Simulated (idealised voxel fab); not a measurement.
process module | voxel transistor to metal
cross-section cut | 295 nm wide | cells 5 nm
A cross-section is a grid of square cells, given in bands from the top down. A band is one or more rows of cells.
Each band's line starts with the height of the band's top and of its bottom, in nm. Then come its materials from left to right, each with its width in nm. One material with "throughout" fills the band from edge to edge. "air" is empty space.
Height 0 is the level under which the wafer as received is all one material. The lowest band goes on downwards, as in "0 down".
A width such as "30 to 40" changes by the same amount from each row of cells to the next, from the band's top row to its bottom row.
"no change" after a step means that no cell of the cross-section changed.
closed voids: empty space of 8 cells or more with no open way to the top, each as width x height at its distance from the left edge, in nm
after a step's settings: what the simulator itself notes on the step
overlay nm, on a step with a mask: how far to the right of its planned place the mask lay; to the left if negative
plan
1 op RECEIVE | material Si
2 op OXIDIZE | depth nm 5
3 op CONFORMAL_DEP | material SiN | thk nm 10
4 op DIRECTIONAL_DEP | material aC | thk nm 15
5 op PATTERN | tone cover | mask id ACTIVE | material resist | width nm 110 | pitch nm 140 | thk nm 30 | overlay nm -5
6 op DIRECTIONAL_ETCH | etch materials aC | depth nm 15
7 op STRIP | etch materials resist
8 op DIRECTIONAL_ETCH | etch materials SiN | depth nm 10
9 op DIRECTIONAL_ETCH | etch materials SiO2 | depth nm 5
10 op DIRECTIONAL_ETCH | etch materials Si | depth nm 30
11 op STRIP | etch materials aC
12 op FILL_DEP | material SiO2 | thk nm 5
13 op CMP | height nm 10
14 op SELECTIVE_ETCH | etch materials SiO2 | depth nm 5
15 op STRIP | etch materials SiN
16 op SELECTIVE_ETCH | etch materials SiO2 | depth nm 5
17 op OXIDIZE | depth nm 5
18 op DIRECTIONAL_DEP | material polySi | thk nm 30
19 op DIRECTIONAL_DEP | material SiCN | thk nm 10
20 op PATTERN | tone cover | mask id GATE | material resist | width nm 20 | pitch nm 140 | thk nm 20 | overlay nm 0
21 op DIRECTIONAL_ETCH | etch materials SiCN | depth nm 20
22 op DIRECTIONAL_ETCH | etch materials polySi | depth nm 40
23 op STRIP | etch materials resist
24 op CONFORMAL_DEP | material SiO2 | thk nm 5
25 op DIRECTIONAL_ETCH | etch materials SiO2 | depth nm 5
26 op CONFORMAL_DEP | material SiN | thk nm 5
27 op DIRECTIONAL_ETCH | etch materials SiN | depth nm 5
28 op DIRECTIONAL_ETCH | etch materials SiO2 | depth nm 5
29 op DIRECTIONAL_ETCH | etch materials Si | depth nm 10
30 op EPI | material SiGe | thk nm 15
31 op FILL_DEP | material SiO2 | thk nm 5
32 op CMP | height nm 35
33 op DIRECTIONAL_DEP | material SiO2 | thk nm 10
34 op PATTERN | tone open | mask id CONTACT | material resist | width nm 35 | thk nm 15 | overlay nm 0
35 op DIRECTIONAL_ETCH | etch materials SiO2 | depth nm 40
36 op STRIP | etch materials resist
37 op CONFORMAL_DEP | material TiN | thk nm 5
38 op FILL_DEP | material Ru | thk nm 5
39 op CMP | height nm 45
40 op DIRECTIONAL_DEP | material TiN | thk nm 5
41 op DIRECTIONAL_DEP | material W | thk nm 20
42 op DIRECTIONAL_DEP | material aC | thk nm 10
43 op PATTERN | tone cover | mask id METAL_1 | material resist | width nm 20 | thk nm 25 | overlay nm 0
44 op DIRECTIONAL_ETCH | etch materials aC | depth nm 10
45 op STRIP | etch materials resist
46 op DIRECTIONAL_ETCH | etch materials W | depth nm 20
47 op DIRECTIONAL_ETCH | etch materials TiN | depth nm 5
48 op STRIP | etch materials aC
49 op CONFORMAL_DEP | material SiN | thk nm 5
50 op FILL_DEP | material SiO2 | thk nm 10
51 op CMP | height nm 70
52 op CONFORMAL_DEP | material SiCN | thk nm 5
varied across the wafers: overlay nm of step 5. The plan shows the first wafer's value. All wafers start alike
first wafer as received, after step 1
  0 down: Si throughout
  closed voids: none
first wafer at the end, after step 52
  75 to 70: SiCN throughout
  70 to 50: SiO2 20 | SiN 5 | W 20 | SiN 5 | SiO2 50 | SiN 5 | W 20 | SiN 5 | SiO2 30 | SiN 5 | W 20 | SiN 5 | SiO2 50 | SiN 5 | W 20 | SiN 5 | SiO2 25
  50 to 45: SiN 25 | TiN 20 | SiN 60 | TiN 20 | SiN 40 | TiN 20 | SiN 60 | TiN 20 | SiN 30
  45 to 35: SiO2 25 | TiN 5 | Ru 25 to 20 | TiN 5 to 10 | SiO2 30 | TiN 5 to 10 | Ru 25 to 20 | TiN 5 | SiO2 40 | TiN 5 | Ru 25 to 20 | TiN 5 to 10 | SiO2 30 | TiN 5 to 10 | Ru 25 to 20 | TiN 5 | SiO2 30
  35 to 25: SiO2 25 | TiN 5 | Ru 20 | TiN 5 | SiN 5 | SiO2 5 | SiCN 20 | SiO2 5 | SiN 5 | TiN 5 | Ru 20 | TiN 5 | SiO2 40 | TiN 5 | Ru 20 | TiN 5 | SiN 5 | SiO2 5 | SiCN 20 | SiO2 5 | SiN 5 | TiN 5 | Ru 20 | TiN 5 | SiO2 30
  25 to 10: SiO2 25 | TiN 5 | Ru 20 | TiN 5 | SiN 5 | SiO2 5 | polySi 20 | SiO2 5 | SiN 5 | TiN 5 | Ru 20 | TiN 5 | SiO2 40 | TiN 5 | Ru 20 | TiN 5 | SiN 5 | SiO2 5 | polySi 20 | SiO2 5 | SiN 5 | TiN 5 | Ru 20 | TiN 5 | SiO2 30
  10 to 5: SiO2 25 | TiN 30 | SiN 5 | SiO2 5 | polySi 20 | SiO2 5 | SiN 5 | TiN 30 | SiO2 40 | TiN 30 | SiN 5 | SiO2 5 | polySi 20 | SiO2 5 | SiN 5 | TiN 30 | SiO2 30
  5 to 0: SiO2 15 | SiGe 20 | SiO2 5 | SiGe 15 | SiN 5 | SiO2 5 | polySi 20 | SiO2 5 | SiN 5 | SiGe 30 | SiO2 30 | SiGe 20 | SiO2 5 | SiGe 15 | SiN 5 | SiO2 5 | polySi 20 | SiO2 5 | SiN 5 | SiGe 30 | SiO2 30
  0 to -5: SiO2 15 | SiN 5 | SiGe 15 | SiO2 5 | SiGe 15 | SiN 5 | SiO2 5 | polySi 20 | SiO2 5 | SiN 5 | SiGe 25 | SiN 5 | SiO2 30 | SiN 5 | SiGe 15 | SiO2 5 | SiGe 15 | SiN 5 | SiO2 5 | polySi 20 | SiO2 5 | SiN 5 | SiGe 25 | SiN 5 | SiO2 30
  -5 to -10: SiO2 20 | SiGe 35 | SiO2 40 | SiGe 25 | SiO2 40 | SiGe 35 | SiO2 40 | SiGe 25 | SiO2 35
  -10 to -20: SiO2 15 | Si 5 | SiGe 35 | Si 40 | SiGe 25 | Si 5 | SiO2 30 | Si 5 | SiGe 35 | Si 40 | SiGe 25 | Si 5 | SiO2 30
  -20 to -35: SiO2 15 | Si 110 | SiO2 30 | Si 110 | SiO2 30
  -35 down: Si throughout
  closed voids: none
last wafer at the end
  75 to 70: SiCN throughout
  70 to 50: SiO2 20 | SiN 5 | W 20 | SiN 5 | SiO2 50 | SiN 5 | W 20 | SiN 5 | SiO2 30 | SiN 5 | W 20 | SiN 5 | SiO2 50 | SiN 5 | W 20 | SiN 5 | SiO2 25
  50 to 45: SiN 25 | TiN 20 | SiN 60 | TiN 20 | SiN 40 | TiN 20 | SiN 60 | TiN 20 | SiN 30
  45 to 35: SiO2 25 | TiN 5 | Ru 25 to 20 | TiN 5 to 10 | SiO2 30 | TiN 5 to 10 | Ru 25 to 20 | TiN 5 | SiO2 40 | TiN 5 | Ru 25 to 20 | TiN 5 to 10 | SiO2 30 | TiN 5 to 10 | Ru 25 to 20 | TiN 5 | SiO2 30
  35 to 25: SiO2 25 | TiN 5 | Ru 20 | TiN 5 | SiN 5 | SiO2 5 | SiCN 20 | SiO2 5 | SiN 5 | TiN 5 | Ru 20 | TiN 5 | SiO2 40 | TiN 5 | Ru 20 | TiN 5 | SiN 5 | SiO2 5 | SiCN 20 | SiO2 5 | SiN 5 | TiN 5 | Ru 20 | TiN 5 | SiO2 30
  25 to 10: SiO2 25 | TiN 5 | Ru 20 | TiN 5 | SiN 5 | SiO2 5 | polySi 20 | SiO2 5 | SiN 5 | TiN 5 | Ru 20 | TiN 5 | SiO2 40 | TiN 5 | Ru 20 | TiN 5 | SiN 5 | SiO2 5 | polySi 20 | SiO2 5 | SiN 5 | TiN 5 | Ru 20 | TiN 5 | SiO2 30
  10 to 5: SiO2 25 | TiN 30 | SiN 5 | SiO2 5 | polySi 20 | SiO2 5 | SiN 5 | TiN 30 | SiO2 40 | TiN 30 | SiN 5 | SiO2 5 | polySi 20 | SiO2 5 | SiN 5 | TiN 30 | SiO2 30
  5 to 0: SiO2 30 | SiGe 25 | SiN 5 | SiO2 5 | polySi 20 | SiO2 5 | SiN 5 | SiGe 15 | SiO2 10 | SiGe 20 | SiO2 30 | SiGe 25 | SiN 5 | SiO2 5 | polySi 20 | SiO2 5 | SiN 5 | SiGe 15 | SiO2 10 | SiGe 20 | SiO2 15
  0 to -5: SiO2 30 | SiN 5 | SiGe 20 | SiN 5 | SiO2 5 | polySi 20 | SiO2 5 | SiN 5 | SiGe 15 | SiO2 10 | SiGe 15 | SiN 5 | SiO2 30 | SiN 5 | SiGe 20 | SiN 5 | SiO2 5 | polySi 20 | SiO2 5 | SiN 5 | SiGe 15 | SiO2 10 | SiGe 15 | SiN 5 | SiO2 15
  -5 to -10: SiO2 35 | SiGe 20 | SiO2 40 | SiGe 40 | SiO2 40 | SiGe 20 | SiO2 40 | SiGe 40 | SiO2 20
  -10 to -20: SiO2 30 | Si 5 | SiGe 20 | Si 40 | SiGe 40 | Si 5 | SiO2 30 | Si 5 | SiGe 20 | Si 40 | SiGe 40 | Si 5 | SiO2 15
  -20 to -35: SiO2 30 | Si 110 | SiO2 30 | Si 110 | SiO2 15
  -35 down: Si throughout
  closed voids: none
each wafer at the end: cells of each material gained (+) or lost (-) since it was received, then its closed voids
overlay nm -5 | +116 Ru | -241 Si | +75 SiCN | +120 SiGe | +111 SiN | +492 SiO2 | +100 TiN | +64 W | +48 polySi | closed voids: none
overlay nm 0 | +116 Ru | -241 Si | +75 SiCN | +124 SiGe | +111 SiN | +488 SiO2 | +100 TiN | +64 W | +48 polySi | closed voids: none
overlay nm 5 | +116 Ru | -241 Si | +75 SiCN | +120 SiGe | +111 SiN | +492 SiO2 | +100 TiN | +64 W | +48 polySi | closed voids: none
overlay nm 10 | +116 Ru | -241 Si | +75 SiCN | +116 SiGe | +111 SiN | +496 SiO2 | +100 TiN | +64 W | +48 polySi | closed voids: none
